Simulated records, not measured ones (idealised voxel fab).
Process module under the name voxel wiring stack
cross-section cut | 160 nm wide | cells 5 nm
The cross-sections in this document take the form of a grid made of square cells. They are written out as bands, in order from top to bottom. Each band consists of one or more rows of cells.
In this notation a band is specified by the heights of its top and bottom, in that order and in nm, after which its materials appear from left to right, each paired with its width in nm. The word "all across" attached to a single material means that material fills the band from edge to edge; the word "air" stands for empty space.
Height reference: 0 = level under which incoming wafer is all one material. Lowest band: no bottom, runs on downward, e.g. "0 nm and below".
Per-row width for "30 to 40": begins at first number (top row of band), ends at second number (bottom row), increment between rows held constant.
Reading "nothing got changed" for a step: not a cell of the cross-section changed in it.
The list in "Voids lacking openings" covers empty spaces of 8 cells or more that cannot reach the top through any open way, and it gives each as width x height at distance; the distance is from the left edge, and width, height and distance are in nm.
That trailing text on a step's line, after the settings, is the simulator's own remark on the step.
When a step includes a mask, the "overlay nm" setting on its line states how far to the right of its planned place that mask lay, and negative values state how far to the left.

-- The following list gives the planned process steps
1: RECEIVE with material Si
2: CONFORMAL_DEP with material SiO2, thk nm 15
3: CONFORMAL_DEP with material SiN, thk nm 5
4: DIRECTIONAL_DEP with material SiO2, thk nm 25
5: PATTERN with tone open, mask id METAL_1, material resist, width nm 25, pitch nm 45, thk nm 15, overlay nm 0
6: DIRECTIONAL_ETCH with etch materials SiO2, depth nm 25
7: DIRECTIONAL_ETCH with etch materials SiN, depth nm 5
8: STRIP with etch materials resist
9: CONFORMAL_DEP with material TiN, thk nm 5
10: FILL_DEP with material Ru, thk nm 10
11: CMP with height nm 45
12: CONFORMAL_DEP with material SiCN, thk nm 5
13: DIRECTIONAL_DEP with material SiO2, thk nm 30
14: MASKED_ETCH with tone open, mask id METAL_2, width nm 25, pitch nm 45, etch materials SiO2, depth nm 20, overlay nm 0
15: PATTERN with tone open, mask id METAL_2_HOLES, material resist, width nm 15, thk nm 20, overlay nm 0
16: DIRECTIONAL_ETCH with etch materials SiO2, depth nm 5
17: DIRECTIONAL_ETCH with etch materials SiCN, depth nm 5
18: STRIP with etch materials resist
19: CONFORMAL_DEP with material TiN, thk nm 5
20: FILL_DEP with material Cu, thk nm 10
21: CMP with height nm 80
22: CONFORMAL_DEP with material SiCN, thk nm 5
23: DIRECTIONAL_DEP with material lowk, thk nm 10
24: MASKED_ETCH with tone open, mask id PLUG_2, width nm 15, etch materials lowk, depth nm 10, overlay nm 0
25: MASKED_ETCH with tone open, mask id PLUG_2, width nm 15, etch materials SiCN, depth nm 5, overlay nm 0
26: CONFORMAL_DEP with material TiN, thk nm 5
27: FILL_DEP with material Cu, thk nm 5
28: CMP with height nm 95
29: CONFORMAL_DEP with material SiCN, thk nm 5
30: DIRECTIONAL_DEP with material SiO2, thk nm 20
31: MASKED_ETCH with tone open, mask id METAL_3, width nm 25, pitch nm 45, etch materials SiO2, depth nm 20, overlay nm 0
32: MASKED_ETCH with tone open, mask id METAL_3, width nm 25, pitch nm 45, etch materials SiCN, depth nm 5, overlay nm 0
33: CONFORMAL_DEP with material TiN, thk nm 5
34: FILL_DEP with material Cu, thk nm 5
35: CMP with height nm 120
36: CONFORMAL_DEP with material SiCN, thk nm 5
Among the wafers covered here, the point of difference is the depth nm at step 16; their starting state is shared, and the plan presents the value of the first wafer.

-- The first of several wafers, as received after step 1, seen in section
* 0 nm and below  Si all across
* Voids lacking openings: none

-- Wafer rows, end of module: cells per material gained (+) or lost (-) since receipt; closed voids last
depth nm 5 | +45 Cu | +30 Ru | +115 SiCN | +22 SiN | +443 SiO2 | +87 TiN | +58 lowk | Voids lacking openings: none
depth nm 10 | +47 Cu | +30 Ru | +112 SiCN | +22 SiN | +440 SiO2 | +91 TiN | +58 lowk | Voids lacking openings: none
depth nm 15 | +47 Cu | +30 Ru | +112 SiCN | +22 SiN | +440 SiO2 | +91 TiN | +58 lowk | Voids lacking openings: none
depth nm 20 | +47 Cu | +30 Ru | +112 SiCN | +22 SiN | +440 SiO2 | +91 TiN | +58 lowk | Voids lacking openings: none
depth nm 25 | +47 Cu | +30 Ru | +112 SiCN | +22 SiN | +440 SiO2 | +91 TiN | +58 lowk | Voids lacking openings: none
